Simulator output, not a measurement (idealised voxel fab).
Process module name: voxel lift off
Cross-section cut spans 190 nm and uses square cells 5 nm in size.
Cross-section format: a grid of square cells, given as bands from top to bottom; each band is one or more rows of cells. Top height, bottom height, nm. Materials left to right, width each, nm. Single material + "edge to edge" = fills band edge to edge. "blank" = empty. Heights are reckoned from 0. Under this level, the received wafer is all of one material. The bottommost band is open-ended downward, for example "0 nm and below". The width entry "30->40" should be interpreted row by row: the top row of cells in the band takes the first number, the bottom row takes the second number, and the change between adjacent rows is uniform throughout. Where a step carries "changes: none", the cross-section came out of it unchanged, cell for cell. Entry "Closed void catalog". Content: empty spaces with no open connection to the top, size 8 cells or greater. Each: width x height at distance. Distance: from left edge. Unit: nm. If you see something after the settings on a step's line, that's the simulator's own remark about that step. The optional step-line setting "overlay nm" applies to steps with a mask and quantifies how far to the right of its planned location the mask lay, a negative value indicating leftward placement.
**The process steps that were planned are listed below**
1) RECEIVE (material Si)
2) CONFORMAL_DEP (material Al2O3; thk nm 5)
3) PATTERN (tone open; mask id LINES; material resist; width nm 30; pitch nm 60; thk nm 20; overlay nm 0)
4) DIRECTIONAL_DEP (material Ru; thk nm 5)
5) STRIP (etch materials resist)
6) CONFORMAL_DEP (material SiCN; thk nm 10)
**First wafer of two (run as planned)**
**Wafer at receipt (post step 1), cross-section**
- 0 nm and below = Si edge to edge
- Closed void catalog: none
**Once step 2 is through, the wafer looks like this in cross-section**
- 5 nm to 0 nm = Al2O3 edge to edge
- Whatever lies below 0 is exactly as it was before.
**Once step 3 is through, the wafer looks like this in cross-section**
- 25 nm to 5 nm = 50 of resist; 30 of blank; 30 of resist; 30 of blank; 50 of resist
- Whatever lies below 5 is exactly as it was before.
**Once step 4 is through, the wafer looks like this in cross-section**
- 30 nm to 25 nm = 50 of Ru; 30 of blank; 30 of Ru; 30 of blank; 50 of Ru
- 25 nm to 10 nm = 50 of resist; 30 of blank; 30 of resist; 30 of blank; 50 of resist
- 10 nm to 5 nm = 50 of resist; 30 of Ru; 30 of resist; 30 of Ru; 50 of resist
- Whatever lies below 5 is exactly as it was before.
**Once step 5 is through, the wafer looks like this in cross-section**
- 10 nm to 5 nm = 50 of blank; 30 of Ru; 30 of blank; 30 of Ru; 50 of blank
- Whatever lies below 5 is exactly as it was before.
**Once step 6 is through, the wafer looks like this in cross-section**
- 20 nm to 15 nm = 40 of blank; 50 of SiCN; 10 of blank; 50 of SiCN; 40 of blank
- 15 nm to 10 nm = SiCN edge to edge
- 10 nm to 5 nm = 50 of SiCN; 30 of Ru; 30 of SiCN; 30 of Ru; 50 of SiCN
- Whatever lies below 5 is exactly as it was before.
**Second wafer, same starting state and plan as the first, one mistake in the run, identical through step 5**
Here is the second wafer in cross-section at the point where step 6 of the plan should have been done: changes: none
Finding, execution versus plan: step 6 of the plan was jumped over and never run
The final cell counts differ between the wafers, with the second having more or fewer of some materials than the first: SiCN -84
